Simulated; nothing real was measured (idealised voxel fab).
process module | voxel released beams
cross-section cut | 285 nm wide | cells 5 nm
A cross-section is a grid of square cells, given in bands from the top down. A band is one or more rows of cells.
Each band's line starts with the height of the band's top and of its bottom, in nm. Then come its materials from left to right, each with its width in nm. One material with "throughout" fills the band from edge to edge. "air" is empty space.
Height 0 is the level under which the wafer as received is all one material. The lowest band goes on downwards, as in "0 down".
A width such as "30 to 40" changes by the same amount from each row of cells to the next, from the band's top row to its bottom row.
"no change" after a step means that no cell of the cross-section changed.
closed voids: empty space of 8 cells or more with no open way to the top, each as width x height at its distance from the left edge, in nm
after a step's settings: what the simulator itself notes on the step
overlay nm, on a step with a mask: how far to the right of its planned place the mask lay; to the left if negative
plan
1 op RECEIVE | material Si
2 op CONFORMAL_DEP | material Al2O3 | thk nm 5
3 op DIRECTIONAL_DEP | material SiO2 | thk nm 20
4 op PATTERN | tone open | mask id ANCHOR | material resist | width nm 35 | thk nm 20 | overlay nm 0
5 op DIRECTIONAL_ETCH | etch materials SiO2 | depth nm 20
6 op STRIP | etch materials resist
7 op CONFORMAL_DEP | material SiN | thk nm 15
8 op MASKED_ETCH | tone cover | mask id BEAM | width nm 85 | etch materials SiN | depth nm 15 | overlay nm 0
9 op STRIP | etch materials SiO2
as received, after step 1
  0 down: Si throughout
  closed voids: none
a wafer at the end: this start, this plan, one mistake
  40 to 25: air 95 | SiN 55 | air 135
  25 to 20: air 85 | SiN 15 | SiO2 35 | SiN 15 | air 135
  20 to 5: air 85 | SiN 15 | SiO2 35 | SiN 45 | air 105
  5 to 0: Al2O3 throughout
  0 down: Si throughout
  closed voids: none
what went wrong: step 4 ran as: op PATTERN | tone cover | mask id ANCHOR | material resist | width nm 35 | thk nm 20 | overlay nm 0
